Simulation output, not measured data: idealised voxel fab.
A process module follows: voxel capacitor over wiring.
It is cross-section cut that appears here, measuring 260 nm in width, its square cells being 5 nm in size.
Notation: cross-section as square-cell grid; stated in bands, top first, going down; one or more cell rows per band.
Look at the band entry: it leads with the top's height and the bottom's height in nm. Then it lists the materials left to right, with a width in nm for each. The word "everywhere" on a single material says that material fills the band edge to edge. The word "empty" is empty space.
The reference from which all heights are counted is 0, the level beneath which the as-received wafer is entirely one material; the lowest band, having no lower bound, proceeds downward and is written after the example "top 0, no bottom".
So if you see something like "30..40" for the width, read it as the top row of the band sitting at the first number and the bottom row at the second, with every row in between moving by the same amount as the last.
Where the words "no change occurred" appear for a step, the cross-section shows no cell changed by that step; every cell remained as before.
The list in "closed voids" covers empty spaces of 8 cells or more that cannot reach the top through any open way, and it gives each as width x height at distance; the distance is from the left edge, and width, height and distance are in nm.
after a step's settings: what the simulator itself notes on the step
The setting "overlay nm" may be written on the line of a step. When the step uses a mask, the value reports how far to the right of the planned place the mask lay, and a negative value reports that it lay to the left.
PROCESS STEPS - PLAN
1. RECEIVE: material Si
2. CONFORMAL_DEP: material SiO2, thk nm 15
3. CONFORMAL_DEP: material SiCN, thk nm 5
4. DIRECTIONAL_DEP: material lowk, thk nm 25
5. DIRECTIONAL_DEP: material aC, thk nm 10
6. PATTERN: tone open, mask id METAL_1, material resist, width nm 20, pitch nm 80, thk nm 30, overlay nm 0
7. DIRECTIONAL_ETCH: etch materials aC, depth nm 10
8. STRIP: etch materials resist
9. DIRECTIONAL_ETCH: etch materials lowk, depth nm 25
10. DIRECTIONAL_ETCH: etch materials SiCN, depth nm 5
11. STRIP: etch materials aC
12. CONFORMAL_DEP: material TiN, thk nm 5
13. FILL_DEP: material Ru, thk nm 5
14. CMP: height nm 35
15. EPI: material Ru, thk nm 5
16. FILL_DEP: material SiCN, thk nm 5
17. DIRECTIONAL_DEP: material SiO2, thk nm 20
18. MASKED_ETCH: tone open, mask id PLUG_1, width nm 15, etch materials SiO2, depth nm 20, overlay nm 0
19. MASKED_ETCH: tone open, mask id PLUG_1, width nm 15, etch materials SiCN, depth nm 5, overlay nm 0
20. CONFORMAL_DEP: material TiN, thk nm 5
21. FILL_DEP: material W, thk nm 10
22. CMP: height nm 75
23. DIRECTIONAL_DEP: material TiN, thk nm 5
24. DIRECTIONAL_DEP: material Al2O3, thk nm 5
25. DIRECTIONAL_DEP: material TiN, thk nm 10
26. PATTERN: tone cover, mask id UPPER_PLATE, material resist, width nm 65, thk nm 15, overlay nm 0
27. DIRECTIONAL_ETCH: etch materials TiN, depth nm 10
28. DIRECTIONAL_ETCH: etch materials Al2O3, depth nm 5
29. STRIP: etch materials resist
30. PATTERN: tone cover, mask id LOWER_PLATE, material resist, width nm 75, thk nm 15, overlay nm 0
31. DIRECTIONAL_ETCH: etch materials TiN, depth nm 5
32. STRIP: etch materials resist
33. FILL_DEP: material SiO2, thk nm 20
34. CMP: height nm 110
35. PATTERN: tone open, mask id PLUG_2, material resist, width nm 15, thk nm 15, overlay nm 0
36. DIRECTIONAL_ETCH: etch materials SiO2, depth nm 15
37. STRIP: etch materials resist
38. CONFORMAL_DEP: material TiN, thk nm 5
39. FILL_DEP: material Ru, thk nm 10
40. CMP: height nm 110
41. CONFORMAL_DEP: material SiCN, thk nm 5
The wafers in this document start out alike and differ in the height nm applied at step 14; the plan shows the value used for the first wafer.
SECTIONAL VIEW: FIRST OF SEVERAL WAFERS, AS RECEIVED, AFTER STEP 1
> top 0, no bottom  Si everywhere
> closed voids: none
TAKE A LOOK AT THE FIRST OF SEVERAL WAFERS IN CROSS-SECTION: THE MODULE IS DONE, AND STEP 41 WAS ITS LAST STEP
> top 115, bottom 110  SiCN everywhere
> top 110, bottom 100  95 of SiO2  5 of TiN  5 of Ru  5 of TiN  150 of SiO2
> top 100, bottom 95  95 of SiO2  15 of TiN  150 of SiO2
> top 95, bottom 85  85 of SiO2  65 of TiN  110 of SiO2
> top 85, bottom 80  85 of SiO2  65 of Al2O3  110 of SiO2
> top 80, bottom 75  80 of SiO2  75 of TiN  105 of SiO2
> top 75, bottom 70  W everywhere
> top 70, bottom 65  90 of TiN  5 of W  165 of TiN
> top 65, bottom 45  85 of SiO2  5 of TiN  5 of W  5 of TiN  160 of SiO2
> top 45, bottom 40  85 of SiCN  15 of TiN  160 of SiCN
> top 40, bottom 35  75 of SiCN  30 of Ru  50 of SiCN  30 of Ru  75 of SiCN
> top 35, bottom 20  80 of lowk  5 of TiN  10 of Ru  5 of TiN  60 of lowk  5 of TiN  10 of Ru  5 of TiN  80 of lowk
> top 20, bottom 15  80 of SiCN  20 of TiN  60 of SiCN  20 of TiN  80 of SiCN
> top 15, bottom 0  SiO2 everywhere
> top 0, no bottom  Si everywhere
> closed voids: none
THE MODULE'S END: A CROSS-SECTION OF THE LAST WAFER
> top 115, bottom 110  SiCN everywhere
> top 110, bottom 100  95 of SiO2  5 of TiN  5 of Ru  5 of TiN  150 of SiO2
> top 100, bottom 95  95 of SiO2  15 of TiN  150 of SiO2
> top 95, bottom 85  85 of SiO2  65 of TiN  110 of SiO2
> top 85, bottom 80  85 of SiO2  65 of Al2O3  110 of SiO2
> top 80, bottom 75  80 of SiO2  75 of TiN  105 of SiO2
> top 75, bottom 65  85 of SiO2  5 of TiN  5 of W  5 of TiN  160 of SiO2
> top 65, bottom 60  85 of SiCN  15 of TiN  160 of SiCN
> top 60, bottom 50  Ru everywhere
> top 50, bottom 45  85 of TiN  10 of Ru  70 of TiN  10 of Ru  85 of TiN
> top 45, bottom 20  80 of lowk  5 of TiN  10 of Ru  5 of TiN  60 of lowk  5 of TiN  10 of Ru  5 of TiN  80 of lowk
> top 20, bottom 15  80 of SiCN  20 of TiN  60 of SiCN  20 of TiN  80 of SiCN
> top 15, bottom 0  SiO2 everywhere
> top 0, no bottom  Si everywhere
> closed voids: none
EACH WAFER AT THE END: CELLS OF EACH MATERIAL GAINED (+) OR LOST (-) SINCE IT WAS RECEIVED, THEN ITS CLOSED VOIDS
height nm 35 | +13 Al2O3 | +26 Ru | +185 SiCN | +653 SiO2 | +130 TiN | +57 W | +132 lowk | closed voids: none
height nm 40 | +13 Al2O3 | +30 Ru | +185 SiCN | +653 SiO2 | +134 TiN | +5 W | +176 lowk | closed voids: none
height nm 45 | +13 Al2O3 | +34 Ru | +185 SiCN | +653 SiO2 | +87 TiN | +4 W | +220 lowk | closed voids: none
height nm 50 | +13 Al2O3 | +78 Ru | +145 SiCN | +604 SiO2 | +133 TiN | +3 W | +220 lowk | closed voids: none
height nm 55 | +13 Al2O3 | +130 Ru | +145 SiCN | +555 SiO2 | +131 TiN | +2 W | +220 lowk | closed voids: none
